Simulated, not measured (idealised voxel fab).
A process module follows: voxel self aligned vias.
Cross-section cut spans 185 nm and uses square cells 5 nm in size.
Bands, listed from the top down, are how a cross-section gets written in this document; the cross-section itself is a grid of square cells, and a band is one or more rows of them.
A band entry consists of two parts. The first gives the height of the band's top and the height of its bottom, in nm. The rest lists the band's materials from left to right, each with its width in nm. A single material labelled with the word "edge to edge" fills the band from edge to edge, and the word "air" marks empty space.
Convention: height 0 is the level below which the wafer, as received, is all one material. The lowest band does not terminate at the bottom but continues downward, represented as "0 nm and below".
The width entry "30..40" should be interpreted row by row: the top row of cells in the band takes the first number, the bottom row takes the second number, and the change between adjacent rows is uniform throughout.
Basically "nothing was modified" means that step didn't change any cell in the cross-section.
"Trapped cavities" contains a list of empty spaces, each no smaller than 8 cells and without an open way to the top, written in the form width x height at distance with the distance from the left edge and all three in nm.
Text after the settings on a step's line: the simulator's own remark on that step.
When a step includes a mask, the "overlay nm" setting on its line states how far to the right of its planned place that mask lay, and negative values state how far to the left.
Process steps - plan
| 1 | RECEIVE with material Si |
| 2 | CONFORMAL_DEP with material SiO2, thk nm 15 |
| 3 | CONFORMAL_DEP with material SiCN, thk nm 5 |
| 4 | DIRECTIONAL_DEP with material lowk, thk nm 30 |
| 5 | DIRECTIONAL_DEP with material aC, thk nm 10 |
| 6 | PATTERN with tone open, mask id LINES, material resist, width nm 25, pitch nm 55, thk nm 30, overlay nm 0 |
| 7 | DIRECTIONAL_ETCH with etch materials aC, depth nm 10 |
| 8 | STRIP with etch materials resist |
| 9 | DIRECTIONAL_ETCH with etch materials lowk, depth nm 30 |
| 10 | STRIP with etch materials aC |
| 11 | CONFORMAL_DEP with material TiN, thk nm 5 |
| 12 | FILL_DEP with material Ru, thk nm 5 |
| 13 | CMP with height nm 50 |
| 14 | SELECTIVE_ETCH with etch materials W Ru TiN, depth nm 5 |
| 15 | FILL_DEP with material SiN, thk nm 10 |
| 16 | CMP with height nm 50 |
| 17 | DIRECTIONAL_DEP with material lowk, thk nm 15 |
| 18 | PATTERN with tone open, mask id VIAS, material resist, width nm 35, pitch nm 55, thk nm 15, overlay nm 0 |
| 19 | DIRECTIONAL_ETCH with etch materials lowk, depth nm 15 |
| 20 | DIRECTIONAL_ETCH with etch materials SiN, depth nm 5 |
| 21 | STRIP with etch materials resist |
| 22 | CONFORMAL_DEP with material TiN, thk nm 5 |
| 23 | FILL_DEP with material W, thk nm 10 |
| 24 | CMP with height nm 65 |
| 25 | CONFORMAL_DEP with material SiCN, thk nm 5 |
First wafer, two in total, run as planned
Cross-sectional view of the wafer in its as-received condition, corresponding to the state after step 1
> 0 nm and below | Si edge to edge
> Trapped cavities: none
Cross-section of the wafer subsequent to step 2
> 15 nm to 0 nm | SiO2 edge to edge
> Below 0, the layers are the same as they were.
Cross-section of the wafer subsequent to step 3
> 20 nm to 15 nm | SiCN edge to edge
> Below 15, the layers are the same as they were.
Cross-section of the wafer subsequent to step 4
> 50 nm to 20 nm | lowk edge to edge
> Below 20, the layers are the same as they were.
Cross-section of the wafer subsequent to step 5
> 60 nm to 50 nm | aC edge to edge
> Below 50, the layers are the same as they were.
Cross-section of the wafer subsequent to step 6
> 90 nm to 60 nm | 25 nm resist  25 nm air  30 nm resist  25 nm air  30 nm resist  25 nm air  25 nm resist
> Below 60, the layers are the same as they were.
Cross-section of the wafer subsequent to step 7
> 80 nm to 60 nm | 25 nm resist  25 nm air  30 nm resist  25 nm air  30 nm resist  25 nm air  25 nm resist
> 60 nm to 50 nm | 25 nm aC  25 nm air  30 nm aC  25 nm air  30 nm aC  25 nm air  25 nm aC
> Below 50, the layers are the same as they were.
Cross-section of the wafer subsequent to step 8
> 60 nm to 50 nm | 25 nm aC  25 nm air  30 nm aC  25 nm air  30 nm aC  25 nm air  25 nm aC
> Below 50, the layers are the same as they were.
Cross-section of the wafer subsequent to step 9
> 60 nm to 50 nm | 25 nm aC  25 nm air  30 nm aC  25 nm air  30 nm aC  25 nm air  25 nm aC
> 50 nm to 20 nm | 25 nm lowk  25 nm air  30 nm lowk  25 nm air  30 nm lowk  25 nm air  25 nm lowk
> Below 20, the layers are the same as they were.
Cross-section of the wafer subsequent to step 10
> 50 nm to 20 nm | 25 nm lowk  25 nm air  30 nm lowk  25 nm air  30 nm lowk  25 nm air  25 nm lowk
> Below 20, the layers are the same as they were.
Cross-section of the wafer subsequent to step 11
> 55 nm to 50 nm | 30 nm TiN  15 nm air  40 nm TiN  15 nm air  40 nm TiN  15 nm air  30 nm TiN
> 50 nm to 25 nm | 25 nm lowk  5 nm TiN  15 nm air  5 nm TiN  30 nm lowk  5 nm TiN  15 nm air  5 nm TiN  30 nm lowk  5 nm TiN  15 nm air  5 nm TiN  25 nm lowk
> 25 nm to 20 nm | 25 nm lowk  25 nm TiN  30 nm lowk  25 nm TiN  30 nm lowk  25 nm TiN  25 nm lowk
> Below 20, the layers are the same as they were.
Cross-section of the wafer subsequent to step 12
> 60 nm to 55 nm | Ru edge to edge
> 55 nm to 50 nm | 30 nm TiN  15 nm Ru  40 nm TiN  15 nm Ru  40 nm TiN  15 nm Ru  30 nm TiN
> 50 nm to 25 nm | 25 nm lowk  5 nm TiN  15 nm Ru  5 nm TiN  30 nm lowk  5 nm TiN  15 nm Ru  5 nm TiN  30 nm lowk  5 nm TiN  15 nm Ru  5 nm TiN  25 nm lowk
> Below 25, the layers are the same as they were.
Cross-section of the wafer subsequent to step 13
> 50 nm to 25 nm | 25 nm lowk  5 nm TiN  15 nm Ru  5 nm TiN  30 nm lowk  5 nm TiN  15 nm Ru  5 nm TiN  30 nm lowk  5 nm TiN  15 nm Ru  5 nm TiN  25 nm lowk
> Below 25, the layers are the same as they were.
Cross-section of the wafer subsequent to step 14
> 50 nm to 45 nm | 25 nm lowk  25 nm air  30 nm lowk  25 nm air  30 nm lowk  25 nm air  25 nm lowk
> Below 45, the layers are the same as they were.
Cross-section of the wafer subsequent to step 15
> 60 nm to 50 nm | SiN edge to edge
> 50 nm to 45 nm | 25 nm lowk  25 nm SiN  30 nm lowk  25 nm SiN  30 nm lowk  25 nm SiN  25 nm lowk
> Below 45, the layers are the same as they were.
Cross-section of the wafer subsequent to step 16
> 50 nm to 45 nm | 25 nm lowk  25 nm SiN  30 nm lowk  25 nm SiN  30 nm lowk  25 nm SiN  25 nm lowk
> Below 45, the layers are the same as they were.
Cross-section of the wafer subsequent to step 17
> 65 nm to 50 nm | lowk edge to edge
> Below 50, the layers are the same as they were.
Cross-section of the wafer subsequent to step 18
> 80 nm to 65 nm | 20 nm resist  35 nm air  20 nm resist  35 nm air  20 nm resist  35 nm air  20 nm resist
> Below 65, the layers are the same as they were.
Cross-section of the wafer subsequent to step 19
> 80 nm to 65 nm | 20 nm resist  35 nm air  20 nm resist  35 nm air  20 nm resist  35 nm air  20 nm resist
> 65 nm to 50 nm | 20 nm lowk  35 nm air  20 nm lowk  35 nm air  20 nm lowk  35 nm air  20 nm lowk
> Below 50, the layers are the same as they were.
Cross-section of the wafer subsequent to step 20
> 80 nm to 65 nm | 20 nm resist  35 nm air  20 nm resist  35 nm air  20 nm resist  35 nm air  20 nm resist
> 65 nm to 50 nm | 20 nm lowk  35 nm air  20 nm lowk  35 nm air  20 nm lowk  35 nm air  20 nm lowk
> 50 nm to 45 nm | 25 nm lowk  25 nm air  30 nm lowk  25 nm air  30 nm lowk  25 nm air  25 nm lowk
> Below 45, the layers are the same as they were.
Cross-section of the wafer subsequent to step 21
> 65 nm to 50 nm | 20 nm lowk  35 nm air  20 nm lowk  35 nm air  20 nm lowk  35 nm air  20 nm lowk
> Below 50, the layers are the same as they were.
Cross-section of the wafer subsequent to step 22
> 70 nm to 65 nm | 25 nm TiN  25 nm air  30 nm TiN  25 nm air  30 nm TiN  25 nm air  25 nm TiN
> 65 nm to 55 nm | 20 nm lowk  5 nm TiN  25 nm air  5 nm TiN  20 nm lowk  5 nm TiN  25 nm air  5 nm TiN  20 nm lowk  5 nm TiN  25 nm air  5 nm TiN  20 nm lowk
> 55 nm to 50 nm | 20 nm lowk  10 nm TiN  15 nm air  10 nm TiN  20 nm lowk  10 nm TiN  15 nm air  10 nm TiN  20 nm lowk  10 nm TiN  15 nm air  10 nm TiN  20 nm lowk
> 50 nm to 45 nm | 25 nm lowk  25 nm TiN  30 nm lowk  25 nm TiN  30 nm lowk  25 nm TiN  25 nm lowk
> Below 45, the layers are the same as they were.
Cross-section of the wafer subsequent to step 23
> 80 nm to 70 nm | W edge to edge
> 70 nm to 65 nm | 25 nm TiN  25 nm W  30 nm TiN  25 nm W  30 nm TiN  25 nm W  25 nm TiN
> 65 nm to 55 nm | 20 nm lowk  5 nm TiN  25 nm W  5 nm TiN  20 nm lowk  5 nm TiN  25 nm W  5 nm TiN  20 nm lowk  5 nm TiN  25 nm W  5 nm TiN  20 nm lowk
> 55 nm to 50 nm | 20 nm lowk  10 nm TiN  15 nm W  10 nm TiN  20 nm lowk  10 nm TiN  15 nm W  10 nm TiN  20 nm lowk  10 nm TiN  15 nm W  10 nm TiN  20 nm lowk
> Below 50, the layers are the same as they were.
Cross-section of the wafer subsequent to step 24
> 65 nm to 55 nm | 20 nm lowk  5 nm TiN  25 nm W  5 nm TiN  20 nm lowk  5 nm TiN  25 nm W  5 nm TiN  20 nm lowk  5 nm TiN  25 nm W  5 nm TiN  20 nm lowk
> Below 55, the layers are the same as they were.
Cross-section of the wafer subsequent to step 25
> 70 nm to 65 nm | SiCN edge to edge
> Below 65, the layers are the same as they were.
The second wafer: identical to the first at the outset and in its planned sequence, differing only in that one mistake was made during processing; up to and including step 3, its path is the first wafer's path
The second wafer in cross-section, at the planned close of step 4
> 45 nm to 20 nm | lowk edge to edge
> Below 20, the layers are the same as they were.
The second wafer in cross-section, at the planned close of step 5
> 55 nm to 45 nm | aC edge to edge
> Below 45, the layers are the same as they were.
The second wafer in cross-section, at the planned close of step 6
> 85 nm to 55 nm | 25 nm resist  25 nm air  30 nm resist  25 nm air  30 nm resist  25 nm air  25 nm resist
> Below 55, the layers are the same as they were.
The second wafer in cross-section, at the planned close of step 7
> 75 nm to 55 nm | 25 nm resist  25 nm air  30 nm resist  25 nm air  30 nm resist  25 nm air  25 nm resist
> 55 nm to 45 nm | 25 nm aC  25 nm air  30 nm aC  25 nm air  30 nm aC  25 nm air  25 nm aC
> Below 45, the layers are the same as they were.
The second wafer in cross-section, at the planned close of step 8
> 55 nm to 45 nm | 25 nm aC  25 nm air  30 nm aC  25 nm air  30 nm aC  25 nm air  25 nm aC
> Below 45, the layers are the same as they were.
The second wafer in cross-section, at the planned close of step 9
> 55 nm to 45 nm | 25 nm aC  25 nm air  30 nm aC  25 nm air  30 nm aC  25 nm air  25 nm aC
> 45 nm to 20 nm | 25 nm lowk  25 nm air  30 nm lowk  25 nm air  30 nm lowk  25 nm air  25 nm lowk
> Below 20, the layers are the same as they were.
The second wafer in cross-section, at the planned close of step 10
> 45 nm to 20 nm | 25 nm lowk  25 nm air  30 nm lowk  25 nm air  30 nm lowk  25 nm air  25 nm lowk
> Below 20, the layers are the same as they were.
The second wafer in cross-section, at the planned close of step 11
> 50 nm to 45 nm | 30 nm TiN  15 nm air  40 nm TiN  15 nm air  40 nm TiN  15 nm air  30 nm TiN
> 45 nm to 25 nm | 25 nm lowk  5 nm TiN  15 nm air  5 nm TiN  30 nm lowk  5 nm TiN  15 nm air  5 nm TiN  30 nm lowk  5 nm TiN  15 nm air  5 nm TiN  25 nm lowk
> 25 nm to 20 nm | 25 nm lowk  25 nm TiN  30 nm lowk  25 nm TiN  30 nm lowk  25 nm TiN  25 nm lowk
> Below 20, the layers are the same as they were.
The second wafer in cross-section, at the planned close of step 12
> 55 nm to 50 nm | Ru edge to edge
> 50 nm to 45 nm | 30 nm TiN  15 nm Ru  40 nm TiN  15 nm Ru  40 nm TiN  15 nm Ru  30 nm TiN
> 45 nm to 25 nm | 25 nm lowk  5 nm TiN  15 nm Ru  5 nm TiN  30 nm lowk  5 nm TiN  15 nm Ru  5 nm TiN  30 nm lowk  5 nm TiN  15 nm Ru  5 nm TiN  25 nm lowk
> Below 25, the layers are the same as they were.
The second wafer in cross-section, at the planned close of step 13
> 50 nm to 45 nm | 30 nm TiN  15 nm Ru  40 nm TiN  15 nm Ru  40 nm TiN  15 nm Ru  30 nm TiN
> Below 45, the layers are the same as they were.
The second wafer in cross-section, at the planned close of step 14
> 45 nm to 25 nm | 25 nm lowk  5 nm TiN  15 nm Ru  5 nm TiN  30 nm lowk  5 nm TiN  15 nm Ru  5 nm TiN  30 nm lowk  5 nm TiN  15 nm Ru  5 nm TiN  25 nm lowk
> Below 25, the layers are the same as they were.
The second wafer in cross-section, at the planned close of step 15
> 55 nm to 45 nm | SiN edge to edge
> Below 45, the layers are the same as they were.
The second wafer in cross-section, at the planned close of step 16
> 50 nm to 45 nm | SiN edge to edge
> Below 45, the layers are the same as they were.
The second wafer in cross-section, at the planned close of step 17
> 65 nm to 50 nm | lowk edge to edge
> Below 50, the layers are the same as they were.
The second wafer in cross-section, at the planned close of step 18
> 80 nm to 65 nm | 20 nm resist  35 nm air  20 nm resist  35 nm air  20 nm resist  35 nm air  20 nm resist
> Below 65, the layers are the same as they were.
The second wafer in cross-section, at the planned close of step 19
> 80 nm to 65 nm | 20 nm resist  35 nm air  20 nm resist  35 nm air  20 nm resist  35 nm air  20 nm resist
> 65 nm to 50 nm | 20 nm lowk  35 nm air  20 nm lowk  35 nm air  20 nm lowk  35 nm air  20 nm lowk
> Below 50, the layers are the same as they were.
The second wafer in cross-section, at the planned close of step 20
> 80 nm to 65 nm | 20 nm resist  35 nm air  20 nm resist  35 nm air  20 nm resist  35 nm air  20 nm resist
> 65 nm to 50 nm | 20 nm lowk  35 nm air  20 nm lowk  35 nm air  20 nm lowk  35 nm air  20 nm lowk
> 50 nm to 45 nm | 20 nm SiN  35 nm air  20 nm SiN  35 nm air  20 nm SiN  35 nm air  20 nm SiN
> Below 45, the layers are the same as they were.
The second wafer in cross-section, at the planned close of step 21
> 65 nm to 50 nm | 20 nm lowk  35 nm air  20 nm lowk  35 nm air  20 nm lowk  35 nm air  20 nm lowk
> Below 50, the layers are the same as they were.
The second wafer in cross-section, at the planned close of step 22
> 70 nm to 65 nm | 25 nm TiN  25 nm air  30 nm TiN  25 nm air  30 nm TiN  25 nm air  25 nm TiN
> 65 nm to 50 nm | 20 nm lowk  5 nm TiN  25 nm air  5 nm TiN  20 nm lowk  5 nm TiN  25 nm air  5 nm TiN  20 nm lowk  5 nm TiN  25 nm air  5 nm TiN  20 nm lowk
> 50 nm to 45 nm | 20 nm SiN  35 nm TiN  20 nm SiN  35 nm TiN  20 nm SiN  35 nm TiN  20 nm SiN
> Below 45, the layers are the same as they were.
The second wafer in cross-section, at the planned close of step 23
> 80 nm to 70 nm | W edge to edge
> 70 nm to 65 nm | 25 nm TiN  25 nm W  30 nm TiN  25 nm W  30 nm TiN  25 nm W  25 nm TiN
> 65 nm to 50 nm | 20 nm lowk  5 nm TiN  25 nm W  5 nm TiN  20 nm lowk  5 nm TiN  25 nm W  5 nm TiN  20 nm lowk  5 nm TiN  25 nm W  5 nm TiN  20 nm lowk
> Below 50, the layers are the same as they were.
The second wafer in cross-section, at the planned close of step 24
> 65 nm to 50 nm | 20 nm lowk  5 nm TiN  25 nm W  5 nm TiN  20 nm lowk  5 nm TiN  25 nm W  5 nm TiN  20 nm lowk  5 nm TiN  25 nm W  5 nm TiN  20 nm lowk
> Below 50, the layers are the same as they were.
The second wafer in cross-section, at the planned close of step 25
> 70 nm to 65 nm | SiCN edge to edge
> Below 65, the layers are the same as they were.
What was done differently from what was planned? step 4 ran with different settings than intended, the actual operation and settings being DIRECTIONAL_DEP with material lowk, thk nm 25
Final difference in cells, second wafer against first, listed per material as more or fewer: SiN +16, W +6, lowk -22
